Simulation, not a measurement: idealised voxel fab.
Documented hereafter: the process module known as voxel released beams.
cross-section cut | 240 nm wide | cells 5 nm
Cross-section format: a grid of square cells, given as bands from top to bottom; each band is one or more rows of cells. Top height, bottom height, nm. Materials left to right, width each, nm. Single material + "throughout" = fills band edge to edge. "blank" = empty. Height 0 is the level under which the wafer as received is all one material. The lowest band goes on downwards, as in "top 0, no bottom". When a width is written as two numbers, as in "30 to 40", the first number is the width in the top row of cells of the band and the second is the width in its bottom row, and the width changes by the same amount from each row to the next. Basically "nothing altered" means that step didn't change any cell in the cross-section. Closed empty spaces (no open way to the top) of 8 cells or more are what "Voids, fully enclosed" lists, each as width x height at distance from the left edge, nm for all three. It should be noted that, on the line of a given step, the content following the step's settings is a remark produced by the simulator itself with respect to that step. When a step includes a mask, the "overlay nm" setting on its line states how far to the right of its planned place that mask lay, and negative values state how far to the left.
### These are the steps we planned for the process
1 RECEIVE | material Si
2 CONFORMAL_DEP | material Al2O3 | thk nm 5
3 DIRECTIONAL_DEP | material SiO2 | thk nm 20
4 MASKED_ETCH | tone open | mask id ANCHOR | width nm 25 | etch materials SiO2 | depth nm 20 | overlay nm 0
5 CONFORMAL_DEP | material polySi | thk nm 10
6 MASKED_ETCH | tone cover | mask id BEAM | width nm 110 | etch materials polySi | depth nm 10 | overlay nm 0
7 STRIP | etch materials SiO2
### First of two wafers, processed according to plan
### So this is the incoming wafer in cross-section - it's already been through step 1
- top 0, no bottom: Si throughout
- Voids, fully enclosed: none
### Cross-section of the wafer subsequent to step 2
- top 5, bottom 0: Al2O3 throughout
- No changes below 0.
### Cross-section of the wafer subsequent to step 3
- top 25, bottom 5: SiO2 throughout
- No changes below 5.
### Cross-section of the wafer subsequent to step 4
- top 25, bottom 5: SiO2 65 nm; blank 25 nm; SiO2 150 nm
- No changes below 5.
### Cross-section of the wafer subsequent to step 5
- top 35, bottom 25: polySi 75 nm; blank 5 nm; polySi 160 nm
- top 25, bottom 15: SiO2 65 nm; polySi 10 nm; blank 5 nm; polySi 10 nm; SiO2 150 nm
- top 15, bottom 5: SiO2 65 nm; polySi 25 nm; SiO2 150 nm
- No changes below 5.
### Cross-section of the wafer subsequent to step 6
- top 35, bottom 25: blank 60 nm; polySi 15 nm; blank 5 nm; polySi 90 nm; blank 70 nm
- No changes below 25.
### Cross-section of the wafer subsequent to step 7
- top 35, bottom 25: blank 60 nm; polySi 15 nm; blank 5 nm; polySi 90 nm; blank 70 nm
- top 25, bottom 15: blank 65 nm; polySi 10 nm; blank 5 nm; polySi 10 nm; blank 150 nm
- top 15, bottom 5: blank 65 nm; polySi 25 nm; blank 150 nm
- No changes below 5.
### Second Wafer (Identical Start and Plan, One Processing Error; Matches First Wafer Through Step 3)
### Look at the second wafer in cross-section at the time step 4 ought to have finished
- top 25, bottom 5: SiO2 65 nm; blank 30 nm; SiO2 145 nm
- No changes below 5.
### Look at the second wafer in cross-section at the time step 5 ought to have finished
- top 35, bottom 25: polySi 75 nm; blank 10 nm; polySi 155 nm
- top 25, bottom 15: SiO2 65 nm; polySi 10 nm; blank 10 nm; polySi 10 nm; SiO2 145 nm
- top 15, bottom 5: SiO2 65 nm; polySi 30 nm; SiO2 145 nm
- No changes below 5.
### Look at the second wafer in cross-section at the time step 6 ought to have finished
- top 35, bottom 25: blank 60 nm; polySi 15 nm; blank 10 nm; polySi 85 nm; blank 70 nm
- No changes below 25.
### Look at the second wafer in cross-section at the time step 7 ought to have finished
- top 35, bottom 25: blank 60 nm; polySi 15 nm; blank 10 nm; polySi 85 nm; blank 70 nm
- top 25, bottom 15: blank 65 nm; polySi 10 nm; blank 10 nm; polySi 10 nm; blank 145 nm
- top 15, bottom 5: blank 65 nm; polySi 30 nm; blank 145 nm
- No changes below 5.
Misprocessing identified: step 4: run off-plan, actual operation and settings MASKED_ETCH | tone open | mask id ANCHOR | width nm 30 | etch materials SiO2 | depth nm 20 | overlay nm 0
Both wafers, final: cells per material equal; arrangement not.
